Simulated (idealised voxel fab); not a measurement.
Process module heading - voxel self aligned vias
The width of the displayed cross-section, cut, is 270 nm; its cells are square, with a size of 5 nm.
Cross-section = grid of square cells, listed top down in bands; band = one or more rows.
First you get the band's top height and its bottom height, in nm, and then the materials it's made of, left to right, with each width in nm. If you see a single material with "all across", that one covers the band edge to edge. "blank" is empty space.
Heights are reckoned from 0. Under this level, the received wafer is all of one material. The bottommost band is open-ended downward, for example "top 0, no bottom".
Quick explanation for "30 to 40": the width changes in equal steps down the rows of cells, from the first number in the band's top row to the second number in its bottom row.
Basically "no alterations made" means that step didn't change any cell in the cross-section.
If an empty space has no open way to the top and is at least 8 cells in size, "Completely enclosed voids" lists it, written width x height at distance, where distance is measured from the left edge and every value is in nm.
Read whatever lies past the settings on a step's line as the simulator's own remark about the step.
overlay nm, on a step with a mask: how far to the right of its planned place the mask lay; to the left if negative
## Listed below are the process steps as planned
1: RECEIVE,material Si
2: CONFORMAL_DEP,material SiO2,thk nm 15
3: CONFORMAL_DEP,material SiCN,thk nm 5
4: DIRECTIONAL_DEP,material SiO2,thk nm 15
5: MASKED_ETCH,tone open,mask id LINES,width nm 30,pitch nm 80,etch materials SiO2,depth nm 25,overlay nm 0
6: CONFORMAL_DEP,material TiN,thk nm 5
7: FILL_DEP,material W,thk nm 10
8: CMP,height nm 45
9: SELECTIVE_ETCH,etch materials W Ru TiN,depth nm 10
10: FILL_DEP,material SiN,thk nm 10
11: CMP,height nm 45
12: DIRECTIONAL_DEP,material SiO2,thk nm 15
13: PATTERN,tone open,mask id VIAS,material resist,width nm 50,pitch nm 80,thk nm 20,overlay nm 0
14: DIRECTIONAL_ETCH,etch materials SiO2,depth nm 15
15: DIRECTIONAL_ETCH,etch materials SiN,depth nm 10
16: STRIP,etch materials resist
17: CONFORMAL_DEP,material TiN,thk nm 5
18: FILL_DEP,material W,thk nm 10
19: CMP,height nm 60
20: CONFORMAL_DEP,material SiCN,thk nm 5
All wafers enter the flow in the same state. The thk nm at step 4 differs from wafer to wafer, and the plan gives the value for the first wafer.
## Cross-section of the first incoming wafer of several, state after step 1
- top 0, no bottom  Si all across
- Completely enclosed voids: none
## Basically each wafer gets a line in the table, showing it at the end of the module: material by material, the cells it gained (+) or lost (-) since we got it, then its closed voids
thk nm 15 | +108 SiCN | +68 SiN | +390 SiO2 | +56 TiN | +80 W | Completely enclosed voids: none
thk nm 20 | +108 SiCN | +34 SiN | +432 SiO2 | +56 TiN | +72 W | Completely enclosed voids: none
thk nm 25 | +108 SiCN | +474 SiO2 | +56 TiN | +64 W | Completely enclosed voids: none
thk nm 30 | +108 SiCN | +486 SiO2 | +52 TiN | +56 W | Completely enclosed voids: none
thk nm 35 | +108 SiCN | +498 SiO2 | +48 TiN | +48 W | Completely enclosed voids: none
thk nm 40 | +108 SiCN | +510 SiO2 | +36 TiN | +48 W | Completely enclosed voids: none
